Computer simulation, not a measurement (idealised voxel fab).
Documented hereafter: the process module known as voxel capacitor over wiring.
It is cross-section cut that appears here, measuring 165 nm in width, its square cells being 5 nm in size.
In this document a cross-section is written as a grid of square cells. It is given as a series of bands, listed from the top down, and a band is one or more rows of cells. Top height, bottom height, nm. Materials left to right, width each, nm. Single material + "edge to edge" = fills band edge to edge. "empty" = empty. Heights are measured from 0, the level below which the as-received wafer is all one material; the lowest band has no bottom and continues downward, written as in "0 and below". Width spec "30->40" -> top row of cells at first value, bottom row at second value, equal per-row change in between. Where a step carries "stayed the same", the cross-section came out of it unchanged, cell for cell. Basically, "Fully enclosed voids" tells you about the enclosed voids: empty spaces with no open way to the top, 8 cells or bigger, each written width x height at distance, where distance is from the left edge, all in nm. Anything after a step's settings on that line? It's the simulator's own note about the step. overlay nm: right-of-plan distance of the mask on a masked step; negative values mean left-of-plan.
Planned step list for the process:
1: op RECEIVE | material Si
2: op CONFORMAL_DEP | material SiO2 | thk nm 15
3: op DIRECTIONAL_DEP | material TiN | thk nm 5
4: op DIRECTIONAL_DEP | material W | thk nm 15
5: op PATTERN | tone cover | mask id METAL_1 | material resist | width nm 30 | pitch nm 90 | thk nm 20 | overlay nm 0
6: op DIRECTIONAL_ETCH | etch materials W | depth nm 15
7: op DIRECTIONAL_ETCH | etch materials TiN | depth nm 5
8: op STRIP | etch materials resist
9: op CONFORMAL_DEP | material SiN | thk nm 5
10: op FILL_DEP | material lowk | thk nm 5
11: op CMP | height nm 35
12: op CONFORMAL_DEP | material SiCN | thk nm 5
13: op DIRECTIONAL_DEP | material lowk | thk nm 10
14: op PATTERN | tone open | mask id PLUG_1 | material resist | width nm 15 | thk nm 15 | overlay nm 0
15: op DIRECTIONAL_ETCH | etch materials lowk | depth nm 10
16: op DIRECTIONAL_ETCH | etch materials SiCN | depth nm 5
17: op STRIP | etch materials resist
18: op CONFORMAL_DEP | material TiN | thk nm 5
19: op FILL_DEP | material Cu | thk nm 5
20: op CMP | height nm 50
21: op DIRECTIONAL_DEP | material TiN | thk nm 10
22: op DIRECTIONAL_DEP | material SiN | thk nm 5
23: op DIRECTIONAL_DEP | material TiN | thk nm 5
24: op MASKED_ETCH | tone cover | mask id UPPER_PLATE | width nm 65 | etch materials TiN | depth nm 5 | overlay nm 0
25: op MASKED_ETCH | tone cover | mask id UPPER_PLATE | width nm 65 | etch materials SiN | depth nm 5 | overlay nm 0
26: op DIRECTIONAL_DEP | material aC | thk nm 10
27: op PATTERN | tone cover | mask id LOWER_PLATE | material resist | width nm 75 | thk nm 30 | overlay nm 0
28: op DIRECTIONAL_ETCH | etch materials aC | depth nm 10
29: op STRIP | etch materials resist
30: op DIRECTIONAL_ETCH | etch materials TiN | depth nm 10
31: op STRIP | etch materials aC
32: op FILL_DEP | material SiO2 | thk nm 20
33: op CMP | height nm 85
34: op DIRECTIONAL_DEP | material aC | thk nm 10
35: op PATTERN | tone open | mask id PLUG_2 | material resist | width nm 15 | thk nm 25 | overlay nm 0
36: op DIRECTIONAL_ETCH | etch materials aC | depth nm 10
37: op STRIP | etch materials resist
38: op DIRECTIONAL_ETCH | etch materials SiO2 | depth nm 15
39: op STRIP | etch materials aC
40: op CONFORMAL_DEP | material TiN | thk nm 5
41: op FILL_DEP | material Cu | thk nm 10
42: op CMP | height nm 85
43: op CONFORMAL_DEP | material SiN | thk nm 5
So, the first of our two wafers, run just as we planned it:
Cross-sectional view of the wafer in its as-received condition, corresponding to the state after step 1:
  0 and below | Si edge to edge
  Fully enclosed voids: none
How the wafer stands in section after step 2:
  15 down to 0 | SiO2 edge to edge
  Below 0, the layers are the same as they were.
How the wafer stands in section after step 3:
  20 down to 15 | TiN edge to edge
  Below 15, the layers are the same as they were.
How the wafer stands in section after step 4:
  35 down to 20 | W edge to edge
  Below 20, the layers are the same as they were.
How the wafer stands in section after step 5:
  55 down to 35 | empty (20); resist (30); empty (60); resist (30); empty (25)
  Below 35, the layers are the same as they were.
How the wafer stands in section after step 6:
  55 down to 35 | empty (20); resist (30); empty (60); resist (30); empty (25)
  35 down to 20 | empty (20); W (30); empty (60); W (30); empty (25)
  Below 20, the layers are the same as they were.
How the wafer stands in section after step 7:
  55 down to 35 | empty (20); resist (30); empty (60); resist (30); empty (25)
  35 down to 20 | empty (20); W (30); empty (60); W (30); empty (25)
  20 down to 15 | empty (20); TiN (30); empty (60); TiN (30); empty (25)
  Below 15, the layers are the same as they were.
How the wafer stands in section after step 8:
  35 down to 20 | empty (20); W (30); empty (60); W (30); empty (25)
  Below 20, the layers are the same as they were.
How the wafer stands in section after step 9:
  40 down to 35 | empty (15); SiN (40); empty (50); SiN (40); empty (20)
  35 down to 20 | empty (15); SiN (5); W (30); SiN (5); empty (50); SiN (5); W (30); SiN (5); empty (20)
  20 down to 15 | SiN (20); TiN (30); SiN (60); TiN (30); SiN (25)
  Below 15, the layers are the same as they were.
How the wafer stands in section after step 10:
  45 down to 40 | lowk edge to edge
  40 down to 35 | lowk (15); SiN (40); lowk (50); SiN (40); lowk (20)
  35 down to 20 | lowk (15); SiN (5); W (30); SiN (5); lowk (50); SiN (5); W (30); SiN (5); lowk (20)
  Below 20, the layers are the same as they were.
How the wafer stands in section after step 11:
  35 down to 20 | lowk (15); SiN (5); W (30); SiN (5); lowk (50); SiN (5); W (30); SiN (5); lowk (20)
  Below 20, the layers are the same as they were.
How the wafer stands in section after step 12:
  40 down to 35 | SiCN edge to edge
  Below 35, the layers are the same as they were.
How the wafer stands in section after step 13:
  50 down to 40 | lowk edge to edge
  Below 40, the layers are the same as they were.
How the wafer stands in section after step 14:
  65 down to 50 | resist (35); empty (15); resist (115)
  Below 50, the layers are the same as they were.
How the wafer stands in section after step 15:
  65 down to 50 | resist (35); empty (15); resist (115)
  50 down to 40 | lowk (35); empty (15); lowk (115)
  Below 40, the layers are the same as they were.
How the wafer stands in section after step 16:
  65 down to 50 | resist (35); empty (15); resist (115)
  50 down to 40 | lowk (35); empty (15); lowk (115)
  40 down to 35 | SiCN (35); empty (15); SiCN (115)
  Below 35, the layers are the same as they were.
How the wafer stands in section after step 17:
  50 down to 40 | lowk (35); empty (15); lowk (115)
  Below 40, the layers are the same as they were.
How the wafer stands in section after step 18:
  55 down to 50 | TiN (40); empty (5); TiN (120)
  50 down to 40 | lowk (35); TiN (5); empty (5); TiN (5); lowk (115)
  40 down to 35 | SiCN (35); TiN (15); SiCN (115)
  Below 35, the layers are the same as they were.
How the wafer stands in section after step 19:
  60 down to 55 | Cu edge to edge
  55 down to 50 | TiN (40); Cu (5); TiN (120)
  50 down to 40 | lowk (35); TiN (5); Cu (5); TiN (5); lowk (115)
  Below 40, the layers are the same as they were.
How the wafer stands in section after step 20:
  50 down to 40 | lowk (35); TiN (5); Cu (5); TiN (5); lowk (115)
  Below 40, the layers are the same as they were.
How the wafer stands in section after step 21:
  60 down to 50 | TiN edge to edge
  Below 50, the layers are the same as they were.
How the wafer stands in section after step 22:
  65 down to 60 | SiN edge to edge
  Below 60, the layers are the same as they were.
How the wafer stands in section after step 23:
  70 down to 65 | TiN edge to edge
  Below 65, the layers are the same as they were.
How the wafer stands in section after step 24:
  70 down to 65 | empty (35); TiN (65); empty (65)
  Below 65, the layers are the same as they were.
How the wafer stands in section after step 25:
  70 down to 65 | empty (35); TiN (65); empty (65)
  65 down to 60 | empty (35); SiN (65); empty (65)
  Below 60, the layers are the same as they were.
How the wafer stands in section after step 26:
  80 down to 70 | empty (35); aC (65); empty (65)
  70 down to 65 | aC (35); TiN (65); aC (65)
  65 down to 60 | aC (35); SiN (65); aC (65)
  Below 60, the layers are the same as they were.
How the wafer stands in section after step 27:
  110 down to 80 | empty (30); resist (75); empty (60)
  80 down to 70 | empty (30); resist (5); aC (65); resist (5); empty (60)
  Below 70, the layers are the same as they were.
How the wafer stands in section after step 28:
  100 down to 80 | empty (30); resist (75); empty (60)
  80 down to 70 | empty (30); resist (5); aC (65); resist (5); empty (60)
  70 down to 65 | empty (30); aC (5); TiN (65); aC (5); empty (60)
  65 down to 60 | empty (30); aC (5); SiN (65); aC (5); empty (60)
  Below 60, the layers are the same as they were.
How the wafer stands in section after step 29:
  80 down to 70 | empty (35); aC (65); empty (65)
  Below 70, the layers are the same as they were.
How the wafer stands in section after step 30:
  80 down to 70 | empty (35); aC (65); empty (65)
  70 down to 65 | empty (30); aC (5); TiN (65); aC (5); empty (60)
  65 down to 60 | empty (30); aC (5); SiN (65); aC (5); empty (60)
  60 down to 50 | empty (30); TiN (75); empty (60)
  Below 50, the layers are the same as they were.
How the wafer stands in section after step 31:
  70 down to 65 | empty (35); TiN (65); empty (65)
  65 down to 60 | empty (35); SiN (65); empty (65)
  Below 60, the layers are the same as they were.
How the wafer stands in section after step 32:
  90 down to 70 | SiO2 edge to edge
  70 down to 65 | SiO2 (35); TiN (65); SiO2 (65)
  65 down to 60 | SiO2 (35); SiN (65); SiO2 (65)
  60 down to 50 | SiO2 (30); TiN (75); SiO2 (60)
  Below 50, the layers are the same as they were.
How the wafer stands in section after step 33:
  85 down to 70 | SiO2 edge to edge
  Below 70, the layers are the same as they were.
How the wafer stands in section after step 34:
  95 down to 85 | aC edge to edge
  Below 85, the layers are the same as they were.
How the wafer stands in section after step 35:
  120 down to 95 | resist (45); empty (15); resist (105)
  Below 95, the layers are the same as they were.
How the wafer stands in section after step 36:
  110 down to 95 | resist (45); empty (15); resist (105)
  95 down to 85 | aC (45); empty (15); aC (105)
  Below 85, the layers are the same as they were.
How the wafer stands in section after step 37:
  95 down to 85 | aC (45); empty (15); aC (105)
  Below 85, the layers are the same as they were.
How the wafer stands in section after step 38:
  95 down to 85 | aC (45); empty (15); aC (105)
  85 down to 70 | SiO2 (45); empty (15); SiO2 (105)
  Below 70, the layers are the same as they were.
How the wafer stands in section after step 39:
  85 down to 70 | SiO2 (45); empty (15); SiO2 (105)
  Below 70, the layers are the same as they were.
How the wafer stands in section after step 40:
  90 down to 85 | TiN (50); empty (5); TiN (110)
  85 down to 75 | SiO2 (45); TiN (5); empty (5); TiN (5); SiO2 (105)
  75 down to 65 | SiO2 (45->35); TiN (15->65); SiO2 (105->65)
  Below 65, the layers are the same as they were.
How the wafer stands in section after step 41:
  100 down to 90 | Cu edge to edge
  90 down to 85 | TiN (50); Cu (5); TiN (110)
  85 down to 75 | SiO2 (45); TiN (5); Cu (5); TiN (5); SiO2 (105)
  Below 75, the layers are the same as they were.
How the wafer stands in section after step 42:
  85 down to 75 | SiO2 (45); TiN (5); Cu (5); TiN (5); SiO2 (105)
  Below 75, the layers are the same as they were.
How the wafer stands in section after step 43:
  90 down to 85 | SiN edge to edge
  Below 85, the layers are the same as they were.
Okay, second wafer. Nothing different at the start, nothing different in the plan, just one mistake somewhere in the running. As far as step 13, counting that step, it's the first wafer all over again:
Second wafer, cut view, end of step 14 per plan:
  65 down to 50 | empty (35); resist (15); empty (115)
  Below 50, the layers are the same as they were.
Second wafer, cut view, end of step 15 per plan:
  65 down to 50 | empty (35); resist (15); empty (115)
  50 down to 40 | empty (35); lowk (15); empty (115)
  Below 40, the layers are the same as they were.
Second wafer, cut view, end of step 16 per plan:
  65 down to 50 | empty (35); resist (15); empty (115)
  50 down to 40 | empty (35); lowk (15); empty (115)
  40 down to 35 | empty (35); SiCN (15); empty (115)
  Below 35, the layers are the same as they were.
Second wafer, cut view, end of step 17 per plan:
  50 down to 40 | empty (35); lowk (15); empty (115)
  Below 40, the layers are the same as they were.
Second wafer, cut view, end of step 18 per plan:
  55 down to 50 | empty (30); TiN (25); empty (110)
  50 down to 40 | empty (30); TiN (5); lowk (15); TiN (5); empty (110)
  40 down to 35 | TiN (35); SiCN (15); TiN (115)
  Below 35, the layers are the same as they were.
Second wafer, cut view, end of step 19 per plan:
  60 down to 55 | Cu edge to edge
  55 down to 50 | Cu (30); TiN (25); Cu (110)
  50 down to 40 | Cu (30); TiN (5); lowk (15); TiN (5); Cu (110)
  Below 40, the layers are the same as they were.
Second wafer, cut view, end of step 20 per plan:
  50 down to 40 | Cu (30); TiN (5); lowk (15); TiN (5); Cu (110)
  Below 40, the layers are the same as they were.
Second wafer, cut view, end of step 21 per plan:
  60 down to 50 | TiN edge to edge
  Below 50, the layers are the same as they were.
Second wafer, cut view, end of step 22 per plan:
  65 down to 60 | SiN edge to edge
  Below 60, the layers are the same as they were.
Second wafer, cut view, end of step 23 per plan:
  70 down to 65 | TiN edge to edge
  Below 65, the layers are the same as they were.
Second wafer, cut view, end of step 24 per plan:
  70 down to 65 | empty (35); TiN (65); empty (65)
  Below 65, the layers are the same as they were.
Second wafer, cut view, end of step 25 per plan:
  70 down to 65 | empty (35); TiN (65); empty (65)
  65 down to 60 | empty (35); SiN (65); empty (65)
  Below 60, the layers are the same as they were.
Second wafer, cut view, end of step 26 per plan:
  80 down to 70 | empty (35); aC (65); empty (65)
  70 down to 65 | aC (35); TiN (65); aC (65)
  65 down to 60 | aC (35); SiN (65); aC (65)
  Below 60, the layers are the same as they were.
Second wafer, cut view, end of step 27 per plan:
  110 down to 80 | empty (30); resist (75); empty (60)
  80 down to 70 | empty (30); resist (5); aC (65); resist (5); empty (60)
  Below 70, the layers are the same as they were.
Second wafer, cut view, end of step 28 per plan:
  100 down to 80 | empty (30); resist (75); empty (60)
  80 down to 70 | empty (30); resist (5); aC (65); resist (5); empty (60)
  70 down to 65 | empty (30); aC (5); TiN (65); aC (5); empty (60)
  65 down to 60 | empty (30); aC (5); SiN (65); aC (5); empty (60)
  Below 60, the layers are the same as they were.
Second wafer, cut view, end of step 29 per plan:
  80 down to 70 | empty (35); aC (65); empty (65)
  Below 70, the layers are the same as they were.
Second wafer, cut view, end of step 30 per plan:
  80 down to 70 | empty (35); aC (65); empty (65)
  70 down to 65 | empty (30); aC (5); TiN (65); aC (5); empty (60)
  65 down to 60 | empty (30); aC (5); SiN (65); aC (5); empty (60)
  60 down to 50 | empty (30); TiN (75); empty (60)
  Below 50, the layers are the same as they were.
Second wafer, cut view, end of step 31 per plan:
  70 down to 65 | empty (35); TiN (65); empty (65)
  65 down to 60 | empty (35); SiN (65); empty (65)
  Below 60, the layers are the same as they were.
Second wafer, cut view, end of step 32 per plan:
  90 down to 70 | SiO2 edge to edge
  70 down to 65 | SiO2 (35); TiN (65); SiO2 (65)
  65 down to 60 | SiO2 (35); SiN (65); SiO2 (65)
  60 down to 50 | SiO2 (30); TiN (75); SiO2 (60)
  Below 50, the layers are the same as they were.
Second wafer, cut view, end of step 33 per plan:
  85 down to 70 | SiO2 edge to edge
  Below 70, the layers are the same as they were.
Second wafer, cut view, end of step 34 per plan:
  95 down to 85 | aC edge to edge
  Below 85, the layers are the same as they were.
Second wafer, cut view, end of step 35 per plan:
  120 down to 95 | resist (45); empty (15); resist (105)
  Below 95, the layers are the same as they were.
Second wafer, cut view, end of step 36 per plan:
  110 down to 95 | resist (45); empty (15); resist (105)
  95 down to 85 | aC (45); empty (15); aC (105)
  Below 85, the layers are the same as they were.
Second wafer, cut view, end of step 37 per plan:
  95 down to 85 | aC (45); empty (15); aC (105)
  Below 85, the layers are the same as they were.
Second wafer, cut view, end of step 38 per plan:
  95 down to 85 | aC (45); empty (15); aC (105)
  85 down to 70 | SiO2 (45); empty (15); SiO2 (105)
  Below 70, the layers are the same as they were.
Second wafer, cut view, end of step 39 per plan:
  85 down to 70 | SiO2 (45); empty (15); SiO2 (105)
  Below 70, the layers are the same as they were.
Second wafer, cut view, end of step 40 per plan:
  90 down to 85 | TiN (50); empty (5); TiN (110)
  85 down to 75 | SiO2 (45); TiN (5); empty (5); TiN (5); SiO2 (105)
  75 down to 65 | SiO2 (45->35); TiN (15->65); SiO2 (105->65)
  Below 65, the layers are the same as they were.
Second wafer, cut view, end of step 41 per plan:
  100 down to 90 | Cu edge to edge
  90 down to 85 | TiN (50); Cu (5); TiN (110)
  85 down to 75 | SiO2 (45); TiN (5); Cu (5); TiN (5); SiO2 (105)
  Below 75, the layers are the same as they were.
Second wafer, cut view, end of step 42 per plan:
  85 down to 75 | SiO2 (45); TiN (5); Cu (5); TiN (5); SiO2 (105)
  Below 75, the layers are the same as they were.
Second wafer, cut view, end of step 43 per plan:
  90 down to 85 | SiN edge to edge
  Below 85, the layers are the same as they were.
In executing the process, a mistake was made relative to the plan: contrary to plan, step 14 was performed as op PATTERN | tone cover | mask id PLUG_1 | material resist | width nm 15 | thk nm 15 | overlay nm 0
The second wafer ends with more or fewer cells of some materials than the first, per final count: Cu +54 | SiCN -27 | TiN +27 | lowk -54
